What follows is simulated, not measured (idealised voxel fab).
This section sets out a process module, namely voxel gate over fins.
Displayed cross-section: cut, width of 235 nm, square cells sized 5 nm.
Heads up, the way a cross-section reads in here is a grid of square cells, handed over as bands from the top down, with every band being one or more rows of cells.
What a band's entry tells you: where the top is and where the bottom is, as heights in nm, and after that what lies inside, material by material from left to right, each with its width in nm. Empty space is written as the word "blank", and a single material marked with the word "throughout" occupies the band from edge to edge.
Heights are reckoned from 0. Under this level, the received wafer is all of one material. The bottommost band is open-ended downward, for example "0 and below".
The two numbers in a width such as "30..40" mark its ends across the band: the first belongs to the top row of cells, the second to the bottom row, and from each row to the next the width moves by the same amount.
"left unchanged", as given for a step, is the statement that not any cell of the cross-section underwent a change during that step.
Fully closed voids: empty space of 8 cells or more with no open way to the top, each as width x height at its distance from the left edge, in nm
On each step's line, the part that comes after the settings is the simulator's own comment on the step.
If you see "overlay nm" on a step's line and that step has a mask, it's telling you how far right of where it was planned the mask ended up; a negative number means it went left instead.
[Listed below are the process steps as planned]
1: RECEIVE | material Si
2: CONFORMAL_DEP | material SiN | thk nm 5
3: PATTERN | tone cover | mask id FINS | material resist | width nm 15 | pitch nm 35 | thk nm 15 | overlay nm 0
4: DIRECTIONAL_ETCH | etch materials SiN | depth nm 5
5: DIRECTIONAL_ETCH | etch materials Si | depth nm 35
6: STRIP | etch materials resist
7: FILL_DEP | material SiO2 | thk nm 15
8: CMP | height nm 5
9: SELECTIVE_ETCH | etch materials SiO2 | depth nm 15
10: STRIP | etch materials SiN
11: CONFORMAL_DEP | material HfO2 | thk nm 5
12: CONFORMAL_DEP | material TiN | thk nm 5
13: CONFORMAL_DEP | material TiAl | thk nm 5
14: CONFORMAL_DEP | material TiN | thk nm 5
15: FILL_DEP | material W | thk nm 15
16: CMP | height nm 30
17: CONFORMAL_DEP | material SiCN | thk nm 5
[Cross-section: wafer on arrival = after step 1]
0 and below | Si throughout
Fully closed voids: none
[This is how the wafer looks in cross-section once the module is done, given the starting state and plan above and one mistake in carrying the plan out]
35 down to 30 | SiCN throughout
30 down to 20 | W throughout
20 down to 15 | W (70)  TiN (95)  W (70)
15 down to 10 | W (70)  TiN (5)  TiAl (85)  TiN (5)  W (70)
10 down to 5 | TiN (75)  TiAl (5)  TiN (75)  TiAl (5)  TiN (75)
5 down to 0 | TiAl (80)  TiN (5)  HfO2 (30)  TiN (5)  HfO2 (30)  TiN (5)  TiAl (80)
0 down to -5 | TiN (85)  HfO2 (5)  Si (20)  HfO2 (5)  TiN (5)  HfO2 (5)  Si (20)  HfO2 (5)  TiN (85)
-5 down to -10 | HfO2 (90)  Si (20)  HfO2 (15)  Si (20)  HfO2 (90)
-10 down to -35 | SiO2 (90)  Si (20)  SiO2 (15)  Si (20)  SiO2 (90)
-35 and below | Si throughout
Fully closed voids: none
What was the processing mistake? off-plan run, step 3, actual operation and settings PATTERN | tone cover | mask id FINS | material resist | width nm 20 | pitch nm 35 | thk nm 15 | overlay nm 0
